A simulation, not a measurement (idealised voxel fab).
The name of this process module is voxel wiring stack.
It is cross-section cut that appears here, measuring 260 nm in width, its square cells being 5 nm in size.
Format of a cross-section: grid, square cells. Given as bands. Order: top down. Band: one or more rows of cells. Look at the band entry: it leads with the top's height and the bottom's height in nm. Then it lists the materials left to right, with a width in nm for each. The word "all across" on a single material says that material fills the band edge to edge. The word "air" is empty space. For the purposes of this specification, 0 denotes the height below which the wafer in its as-received condition is composed wholly of one material, and the lowermost band, lacking a lower limit, extends downward without end, as expressed in "0 and below". You'd read "30..40" like this: the band's top row of cells is as wide as the first number, its bottom row is as wide as the second, and going down, every row changes width by the same amount as the row before did. The cross-section has no changed cell in any step marked "identical to before". If an empty space has no open way to the top and is at least 8 cells in size, "Catalogued sealed voids" lists it, written width x height at distance, where distance is measured from the left edge and every value is in nm. Heads up: the bit after the settings on a step's line is the simulator's remark on that step. overlay nm: mask offset rightward from planned place, masked step; negative means leftward offset. In what follows, pairs of cross-sections are presented, each taken before and after one process step, with the after cross-section shown only down to the lowest band that was altered; the step, together with its settings, is stated below the pair. The pairs may stem from different runs of this module on the same starting wafer; accordingly, a pair should be taken as continuing from the one above it solely where its entry headed "Geometry before processing" indicates as much.
[Geometry before processing]
	95 down to 90  Ru all across
	90 down to 85  50 Ru; 35 SiCN; 5 Ru; 35 SiCN; 5 Ru; 35 SiCN; 5 Ru; 35 SiCN; 55 Ru
	85 down to 60  50 Ru; 5 SiCN; 25 Ru; 5 SiCN; 5 Ru; 5 SiCN; 25 Ru; 5 SiCN; 5 Ru; 5 SiCN; 25 Ru; 5 SiCN; 5 Ru; 5 SiCN; 25 Ru; 5 SiCN; 55 Ru
	60 down to 55  55 SiCN; 25 TiN; 15 SiCN; 25 TiN; 15 SiCN; 25 TiN; 15 SiCN; 25 TiN; 60 SiCN
	55 down to 45  55 SiO2; 5 TiN; 5 Ru; 5 TiN; 25 SiO2; 5 TiN; 5 Ru; 5 TiN; 25 SiO2; 5 TiN; 5 Ru; 5 TiN; 25 SiO2; 5 TiN; 5 Ru; 5 TiN; 70 SiO2
	45 down to 40  55 SiCN; 15 TiN; 25 SiCN; 15 TiN; 25 SiCN; 15 TiN; 25 SiCN; 15 TiN; 70 SiCN
	40 down to 15  55 lowk; 25 W; 15 lowk; 25 W; 15 lowk; 25 W; 15 lowk; 25 W; 60 lowk
	15 down to 10  55 lowk; 25 TiN; 15 lowk; 25 TiN; 15 lowk; 25 TiN; 15 lowk; 25 TiN; 60 lowk
	10 down to 0  SiO2 all across
	0 and below  Si all across
	Catalogued sealed voids: none
[Post-Step Cross-Section]
	85 down to 60  50 Ru; 5 SiCN; 25 Ru; 5 SiCN; 5 Ru; 5 SiCN; 25 Ru; 5 SiCN; 5 Ru; 5 SiCN; 25 Ru; 5 SiCN; 5 Ru; 5 SiCN; 25 Ru; 5 SiCN; 55 Ru
	below 60: unchanged
	Catalogued sealed voids: none
As a process note, the step between the before and after cross-sections shown above is CMP, height nm 85
Geometry before processing: The prior state of this step coincides with the post-step cross-section of the pair just above.
[Post-Step Cross-Section]
	90 down to 85  SiCN all across
	below 85: unchanged
	Catalogued sealed voids: none
As a process note, the step between the before and after cross-sections shown above is CONFORMAL_DEP, material SiCN, thk nm 5
Geometry before processing: The prior state of this step coincides with the post-step cross-section of the pair just above.
[Post-Step Cross-Section]
	110 down to 90  lowk all across
	below 90: unchanged
	Catalogued sealed voids: none
As a process note, the step between the before and after cross-sections shown above is DIRECTIONAL_DEP, material lowk, thk nm 20
Geometry before processing: The prior state of this step coincides with the post-step cross-section of the pair just above.
[Post-Step Cross-Section]
	130 down to 110  55 resist; 15 air; 65 resist; 15 air; 110 resist
	below 110: unchanged
	Catalogued sealed voids: none
As a process note, the step between the before and after cross-sections shown above is PATTERN, tone open, mask id PLUG_2, material resist, width nm 15, pitch nm 80, thk nm 20, overlay nm 0
Geometry before processing: The prior state of this step coincides with the post-step cross-section of the pair just above.
[Post-Step Cross-Section]
	130 down to 110  55 resist; 15 air; 65 resist; 15 air; 110 resist
	110 down to 90  55 lowk; 15 air; 65 lowk; 15 air; 110 lowk
	below 90: unchanged
	Catalogued sealed voids: none
As a process note, the step between the before and after cross-sections shown above is DIRECTIONAL_ETCH, etch materials lowk, depth nm 20
Geometry before processing: The prior state of this step coincides with the post-step cross-section of the pair just above.
[Post-Step Cross-Section]
	130 down to 110  55 resist; 15 air; 65 resist; 15 air; 110 resist
	110 down to 90  55 lowk; 15 air; 65 lowk; 15 air; 110 lowk
	90 down to 85  55 SiCN; 15 air; 65 SiCN; 15 air; 110 SiCN
	below 85: unchanged
	Catalogued sealed voids: none
As a process note, the step between the before and after cross-sections shown above is DIRECTIONAL_ETCH, etch materials SiCN, depth nm 5
Geometry before processing: The prior state of this step coincides with the post-step cross-section of the pair just above.
[Post-Step Cross-Section]
	110 down to 90  55 lowk; 15 air; 65 lowk; 15 air; 110 lowk
	below 90: unchanged
	Catalogued sealed voids: none
As a process note, the step between the before and after cross-sections shown above is STRIP, etch materials resist
Geometry before processing: The prior state of this step coincides with the post-step cross-section of the pair just above.
[Post-Step Cross-Section]
	115 down to 110  60 TiN; 5 air; 75 TiN; 5 air; 115 TiN
	110 down to 90  55 lowk; 5 TiN; 5 air; 5 TiN; 65 lowk; 5 TiN; 5 air; 5 TiN; 110 lowk
	90 down to 85  55 SiCN; 15 TiN; 65 SiCN; 15 TiN; 110 SiCN
	below 85: unchanged
	Catalogued sealed voids: none
As a process note, the step between the before and after cross-sections shown above is CONFORMAL_DEP, material TiN, thk nm 5
Geometry before processing: The prior state of this step coincides with the post-step cross-section of the pair just above.
[Post-Step Cross-Section]
	120 down to 115  Ru all across
	115 down to 110  60 TiN; 5 Ru; 75 TiN; 5 Ru; 115 TiN
	110 down to 90  55 lowk; 5 TiN; 5 Ru; 5 TiN; 65 lowk; 5 TiN; 5 Ru; 5 TiN; 110 lowk
	below 90: unchanged
	Catalogued sealed voids: none
As a process note, the step between the before and after cross-sections shown above is FILL_DEP, material Ru, thk nm 5
Geometry before processing: The prior state of this step coincides with the post-step cross-section of the pair just above.
[Post-Step Cross-Section]
	110 down to 90  55 lowk; 5 TiN; 5 Ru; 5 TiN; 65 lowk; 5 TiN; 5 Ru; 5 TiN; 110 lowk
	below 90: unchanged
	Catalogued sealed voids: none
As a process note, the step between the before and after cross-sections shown above is CMP, height nm 110
Geometry before processing: The prior state of this step coincides with the post-step cross-section of the pair just above.
[Post-Step Cross-Section]
	115 down to 110  SiN all across
	below 110: unchanged
	Catalogued sealed voids: none
As a process note, the step between the before and after cross-sections shown above is CONFORMAL_DEP, material SiN, thk nm 5
Geometry before processing: The prior state of this step coincides with the post-step cross-section of the pair just above.
[Post-Step Cross-Section]
	130 down to 115  SiO2 all across
	below 115: unchanged
	Catalogued sealed voids: none
As a process note, the step between the before and after cross-sections shown above is DIRECTIONAL_DEP, material SiO2, thk nm 15
Geometry before processing: The prior state of this step coincides with the post-step cross-section of the pair just above.
[Post-Step Cross-Section]
	130 down to 115  55 SiO2; 25 air; 15 SiO2; 25 air; 15 SiO2; 25 air; 15 SiO2; 25 air; 60 SiO2
	below 115: unchanged
	Catalogued sealed voids: none
As a process note, the step between the before and after cross-sections shown above is MASKED_ETCH, tone open, mask id METAL_3, width nm 25, pitch nm 40, etch materials SiO2, depth nm 15, overlay nm 0
Geometry before processing: The prior state of this step coincides with the post-step cross-section of the pair just above.
[Post-Step Cross-Section]
	130 down to 115  55 SiO2; 25 air; 15 SiO2; 25 air; 15 SiO2; 25 air; 15 SiO2; 25 air; 60 SiO2
	115 down to 110  55 SiN; 25 air; 15 SiN; 25 air; 15 SiN; 25 air; 15 SiN; 25 air; 60 SiN
	below 110: unchanged
	Catalogued sealed voids: none
As a process note, the step between the before and after cross-sections shown above is MASKED_ETCH, tone open, mask id METAL_3, width nm 25, pitch nm 40, etch materials SiN, depth nm 5, overlay nm 0
Geometry before processing: The prior state of this step coincides with the post-step cross-section of the pair just above.
[Post-Step Cross-Section]
	135 down to 130  60 TiN; 15 air; 25 TiN; 15 air; 25 TiN; 15 air; 25 TiN; 15 air; 65 TiN
	130 down to 115  55 SiO2; 5 TiN; 15 air; 5 TiN; 15 SiO2; 5 TiN; 15 air; 5 TiN; 15 SiO2; 5 TiN; 15 air; 5 TiN; 15 SiO2; 5 TiN; 15 air; 5 TiN; 60 SiO2
	115 down to 110  55 SiN; 25 TiN; 15 SiN; 25 TiN; 15 SiN; 25 TiN; 15 SiN; 25 TiN; 60 SiN
	below 110: unchanged
	Catalogued sealed voids: none
As a process note, the step between the before and after cross-sections shown above is CONFORMAL_DEP, material TiN, thk nm 5
Geometry before processing: The prior state of this step coincides with the post-step cross-section of the pair just above.
[Post-Step Cross-Section]
	140 down to 135  Cu all across
	135 down to 130  60 TiN; 15 Cu; 25 TiN; 15 Cu; 25 TiN; 15 Cu; 25 TiN; 15 Cu; 65 TiN
	130 down to 115  55 SiO2; 5 TiN; 15 Cu; 5 TiN; 15 SiO2; 5 TiN; 15 Cu; 5 TiN; 15 SiO2; 5 TiN; 15 Cu; 5 TiN; 15 SiO2; 5 TiN; 15 Cu; 5 TiN; 60 SiO2
	below 115: unchanged
	Catalogued sealed voids: none
As a process note, the step between the before and after cross-sections shown above is FILL_DEP, material Cu, thk nm 5
Geometry before processing: The prior state of this step coincides with the post-step cross-section of the pair just above.
[Post-Step Cross-Section]
	130 down to 115  55 SiO2; 5 TiN; 15 Cu; 5 TiN; 15 SiO2; 5 TiN; 15 Cu; 5 TiN; 15 SiO2; 5 TiN; 15 Cu; 5 TiN; 15 SiO2; 5 TiN; 15 Cu; 5 TiN; 60 SiO2
	below 115: unchanged
	Catalogued sealed voids: none
As a process note, the step between the before and after cross-sections shown above is CMP, height nm 130
Geometry before processing: The prior state of this step coincides with the post-step cross-section of the pair just above.
[Post-Step Cross-Section]
	135 down to 130  SiCN all across
	below 130: unchanged
	Catalogued sealed voids: none
As a process note, the step between the before and after cross-sections shown above is CONFORMAL_DEP, material SiCN, thk nm 5
[Geometry before processing]
	55 down to 45  SiO2 all across
	45 down to 40  SiCN all across
	40 down to 15  55 lowk; 25 W; 15 lowk; 25 W; 15 lowk; 25 W; 15 lowk; 25 W; 60 lowk
	15 down to 10  55 lowk; 25 TiN; 15 lowk; 25 TiN; 15 lowk; 25 TiN; 15 lowk; 25 TiN; 60 lowk
	10 down to 0  SiO2 all across
	0 and below  Si all across
	Catalogued sealed voids: none
[Post-Step Cross-Section]
	70 down to 55  55 air; 15 resist; 25 air; 15 resist; 25 air; 15 resist; 25 air; 15 resist; 70 air
	below 55: unchanged
	Catalogued sealed voids: none
As a process note, the step between the before and after cross-sections shown above is PATTERN, tone cover, mask id PLUG_1, material resist, width nm 15, pitch nm 40, thk nm 15, overlay nm 0
Geometry before processing: The prior state of this step coincides with the post-step cross-section of the pair just above.
[Post-Step Cross-Section]
	70 down to 55  55 air; 15 resist; 25 air; 15 resist; 25 air; 15 resist; 25 air; 15 resist; 70 air
	55 down to 45  55 air; 15 SiO2; 25 air; 15 SiO2; 25 air; 15 SiO2; 25 air; 15 SiO2; 70 air
	below 45: unchanged
	Catalogued sealed voids: none
As a process note, the step between the before and after cross-sections shown above is DIRECTIONAL_ETCH, etch materials SiO2, depth nm 10
Geometry before processing: The prior state of this step coincides with the post-step cross-section of the pair just above.
[Post-Step Cross-Section]
	70 down to 55  55 air; 15 resist; 25 air; 15 resist; 25 air; 15 resist; 25 air; 15 resist; 70 air
	55 down to 45  55 air; 15 SiO2; 25 air; 15 SiO2; 25 air; 15 SiO2; 25 air; 15 SiO2; 70 air
	45 down to 40  55 air; 15 SiCN; 25 air; 15 SiCN; 25 air; 15 SiCN; 25 air; 15 SiCN; 70 air
	below 40: unchanged
	Catalogued sealed voids: none
As a process note, the step between the before and after cross-sections shown above is DIRECTIONAL_ETCH, etch materials SiCN, depth nm 5
Geometry before processing: The prior state of this step coincides with the post-step cross-section of the pair just above.
[Post-Step Cross-Section]
	55 down to 45  55 air; 15 SiO2; 25 air; 15 SiO2; 25 air; 15 SiO2; 25 air; 15 SiO2; 70 air
	below 45: unchanged
	Catalogued sealed voids: none
As a process note, the step between the before and after cross-sections shown above is STRIP, etch materials resist
Geometry before processing: The prior state of this step coincides with the post-step cross-section of the pair just above.
[Post-Step Cross-Section]
	60 down to 55  50 air; 25 TiN; 15 air; 25 TiN; 15 air; 25 TiN; 15 air; 25 TiN; 65 air
	55 down to 45  50 air; 5 TiN; 15 SiO2; 5 TiN; 15 air; 5 TiN; 15 SiO2; 5 TiN; 15 air; 5 TiN; 15 SiO2; 5 TiN; 15 air; 5 TiN; 15 SiO2; 5 TiN; 65 air
	45 down to 40  55 TiN; 15 SiCN; 25 TiN; 15 SiCN; 25 TiN; 15 SiCN; 25 TiN; 15 SiCN; 70 TiN
	below 40: unchanged
	Catalogued sealed voids: none
As a process note, the step between the before and after cross-sections shown above is CONFORMAL_DEP, material TiN, thk nm 5
Geometry before processing: The prior state of this step coincides with the post-step cross-section of the pair just above.
[Post-Step Cross-Section]
	70 down to 60  Ru all across
	60 down to 55  50 Ru; 25 TiN; 15 Ru; 25 TiN; 15 Ru; 25 TiN; 15 Ru; 25 TiN; 65 Ru
	55 down to 45  50 Ru; 5 TiN; 15 SiO2; 5 TiN; 15 Ru; 5 TiN; 15 SiO2; 5 TiN; 15 Ru; 5 TiN; 15 SiO2; 5 TiN; 15 Ru; 5 TiN; 15 SiO2; 5 TiN; 65 Ru
	below 45: unchanged
	Catalogued sealed voids: none
As a process note, the step between the before and after cross-sections shown above is FILL_DEP, material Ru, thk nm 10
Geometry before processing: The prior state of this step coincides with the post-step cross-section of the pair just above.
[Post-Step Cross-Section]
	55 down to 45  50 Ru; 5 TiN; 15 SiO2; 5 TiN; 15 Ru; 5 TiN; 15 SiO2; 5 TiN; 15 Ru; 5 TiN; 15 SiO2; 5 TiN; 15 Ru; 5 TiN; 15 SiO2; 5 TiN; 65 Ru
	below 45: unchanged
	Catalogued sealed voids: none
As a process note, the step between the before and after cross-sections shown above is CMP, height nm 55
Geometry before processing: The prior state of this step coincides with the post-step cross-section of the pair just above.
[Post-Step Cross-Section]
	60 down to 55  TiN all across
	below 55: unchanged
	Catalogued sealed voids: none
As a process note, the step between the before and after cross-sections shown above is DIRECTIONAL_DEP, material TiN, thk nm 5
Geometry before processing: The prior state of this step coincides with the post-step cross-section of the pair just above.
[Post-Step Cross-Section]
	85 down to 60  Ru all across
	below 60: unchanged
	Catalogued sealed voids: none
As a process note, the step between the before and after cross-sections shown above is DIRECTIONAL_DEP, material Ru, thk nm 25
Geometry before processing: The prior state of this step coincides with the post-step cross-section of the pair just above.
[Post-Step Cross-Section]
	100 down to 85  aC all across
	below 85: unchanged
	Catalogued sealed voids: none
As a process note, the step between the before and after cross-sections shown above is DIRECTIONAL_DEP, material aC, thk nm 15
Geometry before processing: The prior state of this step coincides with the post-step cross-section of the pair just above.
[Post-Step Cross-Section]
	135 down to 100  55 air; 25 resist; 15 air; 25 resist; 15 air; 25 resist; 15 air; 25 resist; 60 air
	below 100: unchanged
	Catalogued sealed voids: none
As a process note, the step between the before and after cross-sections shown above is PATTERN, tone cover, mask id METAL_2, material resist, width nm 25, pitch nm 40, thk nm 35, overlay nm 0
Geometry before processing: The prior state of this step coincides with the post-step cross-section of the pair just above.
[Post-Step Cross-Section]
	120 down to 100  55 air; 25 resist; 15 air; 25 resist; 15 air; 25 resist; 15 air; 25 resist; 60 air
	100 down to 85  55 air; 25 aC; 15 air; 25 aC; 15 air; 25 aC; 15 air; 25 aC; 60 air
	below 85: unchanged
	Catalogued sealed voids: none
As a process note, the step between the before and after cross-sections shown above is DIRECTIONAL_ETCH, etch materials aC, depth nm 15
Geometry before processing: The prior state of this step coincides with the post-step cross-section of the pair just above.
[Post-Step Cross-Section]
	100 down to 85  55 air; 25 aC; 15 air; 25 aC; 15 air; 25 aC; 15 air; 25 aC; 60 air
	below 85: unchanged
	Catalogued sealed voids: none
As a process note, the step between the before and after cross-sections shown above is STRIP, etch materials resist
Geometry before processing: The prior state of this step coincides with the post-step cross-section of the pair just above.
[Post-Step Cross-Section]
	100 down to 85  55 air; 25 aC; 15 air; 25 aC; 15 air; 25 aC; 15 air; 25 aC; 60 air
	85 down to 60  55 air; 25 Ru; 15 air; 25 Ru; 15 air; 25 Ru; 15 air; 25 Ru; 60 air
	below 60: unchanged
	Catalogued sealed voids: none
As a process note, the step between the before and after cross-sections shown above is DIRECTIONAL_ETCH, etch materials Ru, depth nm 25
Geometry before processing: The prior state of this step coincides with the post-step cross-section of the pair just above.
[Post-Step Cross-Section]
	100 down to 85  55 air; 25 aC; 15 air; 25 aC; 15 air; 25 aC; 15 air; 25 aC; 60 air
	85 down to 60  55 air; 25 Ru; 15 air; 25 Ru; 15 air; 25 Ru; 15 air; 25 Ru; 60 air
	60 down to 55  55 air; 25 TiN; 15 air; 25 TiN; 15 air; 25 TiN; 15 air; 25 TiN; 60 air
	below 55: unchanged
	Catalogued sealed voids: none
As a process note, the step between the before and after cross-sections shown above is DIRECTIONAL_ETCH, etch materials TiN, depth nm 5
Geometry before processing: The prior state of this step coincides with the post-step cross-section of the pair just above.
[Post-Step Cross-Section]
	85 down to 60  55 air; 25 Ru; 15 air; 25 Ru; 15 air; 25 Ru; 15 air; 25 Ru; 60 air
	below 60: unchanged
	Catalogued sealed voids: none
As a process note, the step between the before and after cross-sections shown above is STRIP, etch materials aC
Geometry before processing: The prior state of this step coincides with the post-step cross-section of the pair just above.
[Post-Step Cross-Section]
	90 down to 85  50 air; 35 SiCN; 5 air; 35 SiCN; 5 air; 35 SiCN; 5 air; 35 SiCN; 55 air
	85 down to 60  50 air; 5 SiCN; 25 Ru; 5 SiCN; 5 air; 5 SiCN; 25 Ru; 5 SiCN; 5 air; 5 SiCN; 25 Ru; 5 SiCN; 5 air; 5 SiCN; 25 Ru; 5 SiCN; 55 air
	60 down to 55  55 SiCN; 25 TiN; 15 SiCN; 25 TiN; 15 SiCN; 25 TiN; 15 SiCN; 25 TiN; 60 SiCN
	below 55: unchanged
	Catalogued sealed voids: none
As a process note, the step between the before and after cross-sections shown above is CONFORMAL_DEP, material SiCN, thk nm 5
Geometry before processing: The prior state of this step coincides with the post-step cross-section of the pair just above.
[Post-Step Cross-Section]
	95 down to 90  SiO2 all across
	90 down to 85  50 SiO2; 35 SiCN; 5 SiO2; 35 SiCN; 5 SiO2; 35 SiCN; 5 SiO2; 35 SiCN; 55 SiO2
	85 down to 60  50 SiO2; 5 SiCN; 25 Ru; 5 SiCN; 5 SiO2; 5 SiCN; 25 Ru; 5 SiCN; 5 SiO2; 5 SiCN; 25 Ru; 5 SiCN; 5 SiO2; 5 SiCN; 25 Ru; 5 SiCN; 55 SiO2
	below 60: unchanged
	Catalogued sealed voids: none
As a process note, the step between the before and after cross-sections shown above is FILL_DEP, material SiO2, thk nm 5
Geometry before processing: The prior state of this step coincides with the post-step cross-section of the pair just above.
[Post-Step Cross-Section]
	85 down to 60  50 SiO2; 5 SiCN; 25 Ru; 5 SiCN; 5 SiO2; 5 SiCN; 25 Ru; 5 SiCN; 5 SiO2; 5 SiCN; 25 Ru; 5 SiCN; 5 SiO2; 5 SiCN; 25 Ru; 5 SiCN; 55 SiO2
	below 60: unchanged
	Catalogued sealed voids: none
As a process note, the step between the before and after cross-sections shown above is CMP, height nm 85
Geometry before processing: The prior state of this step coincides with the post-step cross-section of the pair just above.
[Post-Step Cross-Section]
	90 down to 85  SiCN all across
	below 85: unchanged
	Catalogued sealed voids: none
As a process note, the step between the before and after cross-sections shown above is CONFORMAL_DEP, material SiCN, thk nm 5
Geometry before processing: The prior state of this step coincides with the post-step cross-section of the pair just above.
[Post-Step Cross-Section]
	110 down to 90  lowk all across
	below 90: unchanged
	Catalogued sealed voids: none
As a process note, the step between the before and after cross-sections shown above is DIRECTIONAL_DEP, material lowk, thk nm 20
Geometry before processing: The prior state of this step coincides with the post-step cross-section of the pair just above.
[Post-Step Cross-Section]
	130 down to 110  55 resist; 15 air; 65 resist; 15 air; 110 resist
	below 110: unchanged
	Catalogued sealed voids: none
As a process note, the step between the before and after cross-sections shown above is PATTERN, tone open, mask id PLUG_2, material resist, width nm 15, pitch nm 80, thk nm 20, overlay nm 0
Geometry before processing: The prior state of this step coincides with the post-step cross-section of the pair just above.
[Post-Step Cross-Section]
	130 down to 110  55 resist; 15 air; 65 resist; 15 air; 110 resist
	110 down to 90  55 lowk; 15 air; 65 lowk; 15 air; 110 lowk
	below 90: unchanged
	Catalogued sealed voids: none
As a process note, the step between the before and after cross-sections shown above is DIRECTIONAL_ETCH, etch materials lowk, depth nm 20
Geometry before processing: The prior state of this step coincides with the post-step cross-section of the pair just above.
[Post-Step Cross-Section]
	130 down to 110  55 resist; 15 air; 65 resist; 15 air; 110 resist
	110 down to 90  55 lowk; 15 air; 65 lowk; 15 air; 110 lowk
	90 down to 85  55 SiCN; 15 air; 65 SiCN; 15 air; 110 SiCN
	below 85: unchanged
	Catalogued sealed voids: none
As a process note, the step between the before and after cross-sections shown above is DIRECTIONAL_ETCH, etch materials SiCN, depth nm 5
Geometry before processing: The prior state of this step coincides with the post-step cross-section of the pair just above.
[Post-Step Cross-Section]
	110 down to 90  55 lowk; 15 air; 65 lowk; 15 air; 110 lowk
	below 90: unchanged
	Catalogued sealed voids: none
As a process note, the step between the before and after cross-sections shown above is STRIP, etch materials resist
Geometry before processing: The prior state of this step coincides with the post-step cross-section of the pair just above.
[Post-Step Cross-Section]
	115 down to 110  60 TiN; 5 air; 75 TiN; 5 air; 115 TiN
	110 down to 90  55 lowk; 5 TiN; 5 air; 5 TiN; 65 lowk; 5 TiN; 5 air; 5 TiN; 110 lowk
	90 down to 85  55 SiCN; 15 TiN; 65 SiCN; 15 TiN; 110 SiCN
	below 85: unchanged
	Catalogued sealed voids: none
As a process note, the step between the before and after cross-sections shown above is CONFORMAL_DEP, material TiN, thk nm 5
Geometry before processing: The prior state of this step coincides with the post-step cross-section of the pair just above.
[Post-Step Cross-Section]
	120 down to 115  Ru all across
	115 down to 110  60 TiN; 5 Ru; 75 TiN; 5 Ru; 115 TiN
	110 down to 90  55 lowk; 5 TiN; 5 Ru; 5 TiN; 65 lowk; 5 TiN; 5 Ru; 5 TiN; 110 lowk
	below 90: unchanged
	Catalogued sealed voids: none
As a process note, the step between the before and after cross-sections shown above is FILL_DEP, material Ru, thk nm 5
Geometry before processing: The prior state of this step coincides with the post-step cross-section of the pair just above.
[Post-Step Cross-Section]
	110 down to 90  55 lowk; 5 TiN; 5 Ru; 5 TiN; 65 lowk; 5 TiN; 5 Ru; 5 TiN; 110 lowk
	below 90: unchanged
	Catalogued sealed voids: none
As a process note, the step between the before and after cross-sections shown above is CMP, height nm 110
Geometry before processing: The prior state of this step coincides with the post-step cross-section of the pair just above.
[Post-Step Cross-Section]
	115 down to 110  SiN all across
	below 110: unchanged
	Catalogued sealed voids: none
As a process note, the step between the before and after cross-sections shown above is CONFORMAL_DEP, material SiN, thk nm 5
Geometry before processing: The prior state of this step coincides with the post-step cross-section of the pair just above.
[Post-Step Cross-Section]
	130 down to 115  SiO2 all across
	below 115: unchanged
	Catalogued sealed voids: none
As a process note, the step between the before and after cross-sections shown above is DIRECTIONAL_DEP, material SiO2, thk nm 15
Geometry before processing: The prior state of this step coincides with the post-step cross-section of the pair just above.
[Post-Step Cross-Section]
	130 down to 115  55 SiO2; 25 air; 15 SiO2; 25 air; 15 SiO2; 25 air; 15 SiO2; 25 air; 60 SiO2
	below 115: unchanged
	Catalogued sealed voids: none
As a process note, the step between the before and after cross-sections shown above is MASKED_ETCH, tone open, mask id METAL_3, width nm 25, pitch nm 40, etch materials SiO2, depth nm 15, overlay nm 0
Geometry before processing: The prior state of this step coincides with the post-step cross-section of the pair just above.
[Post-Step Cross-Section]
	130 down to 115  55 SiO2; 25 air; 15 SiO2; 25 air; 15 SiO2; 25 air; 15 SiO2; 25 air; 60 SiO2
	115 down to 110  55 SiN; 25 air; 15 SiN; 25 air; 15 SiN; 25 air; 15 SiN; 25 air; 60 SiN
	below 110: unchanged
	Catalogued sealed voids: none
As a process note, the step between the before and after cross-sections shown above is MASKED_ETCH, tone open, mask id METAL_3, width nm 25, pitch nm 40, etch materials SiN, depth nm 5, overlay nm 0
Geometry before processing: The prior state of this step coincides with the post-step cross-section of the pair just above.
[Post-Step Cross-Section]
	135 down to 130  60 TiN; 15 air; 25 TiN; 15 air; 25 TiN; 15 air; 25 TiN; 15 air; 65 TiN
	130 down to 115  55 SiO2; 5 TiN; 15 air; 5 TiN; 15 SiO2; 5 TiN; 15 air; 5 TiN; 15 SiO2; 5 TiN; 15 air; 5 TiN; 15 SiO2; 5 TiN; 15 air; 5 TiN; 60 SiO2
	115 down to 110  55 SiN; 25 TiN; 15 SiN; 25 TiN; 15 SiN; 25 TiN; 15 SiN; 25 TiN; 60 SiN
	below 110: unchanged
	Catalogued sealed voids: none
As a process note, the step between the before and after cross-sections shown above is CONFORMAL_DEP, material TiN, thk nm 5
Geometry before processing: The prior state of this step coincides with the post-step cross-section of the pair just above.
[Post-Step Cross-Section]
	140 down to 135  Cu all across
	135 down to 130  60 TiN; 15 Cu; 25 TiN; 15 Cu; 25 TiN; 15 Cu; 25 TiN; 15 Cu; 65 TiN
	130 down to 115  55 SiO2; 5 TiN; 15 Cu; 5 TiN; 15 SiO2; 5 TiN; 15 Cu; 5 TiN; 15 SiO2; 5 TiN; 15 Cu; 5 TiN; 15 SiO2; 5 TiN; 15 Cu; 5 TiN; 60 SiO2
	below 115: unchanged
	Catalogued sealed voids: none
As a process note, the step between the before and after cross-sections shown above is FILL_DEP, material Cu, thk nm 5
Geometry before processing: The prior state of this step coincides with the post-step cross-section of the pair just above.
[Post-Step Cross-Section]
	130 down to 115  55 SiO2; 5 TiN; 15 Cu; 5 TiN; 15 SiO2; 5 TiN; 15 Cu; 5 TiN; 15 SiO2; 5 TiN; 15 Cu; 5 TiN; 15 SiO2; 5 TiN; 15 Cu; 5 TiN; 60 SiO2
	below 115: unchanged
	Catalogued sealed voids: none
As a process note, the step between the before and after cross-sections shown above is CMP, height nm 130
Geometry before processing: The prior state of this step coincides with the post-step cross-section of the pair just above.
[Post-Step Cross-Section]
	135 down to 130  SiCN all across
	below 130: unchanged
	Catalogued sealed voids: none
As a process note, the step between the before and after cross-sections shown above is CONFORMAL_DEP, material SiCN, thk nm 5
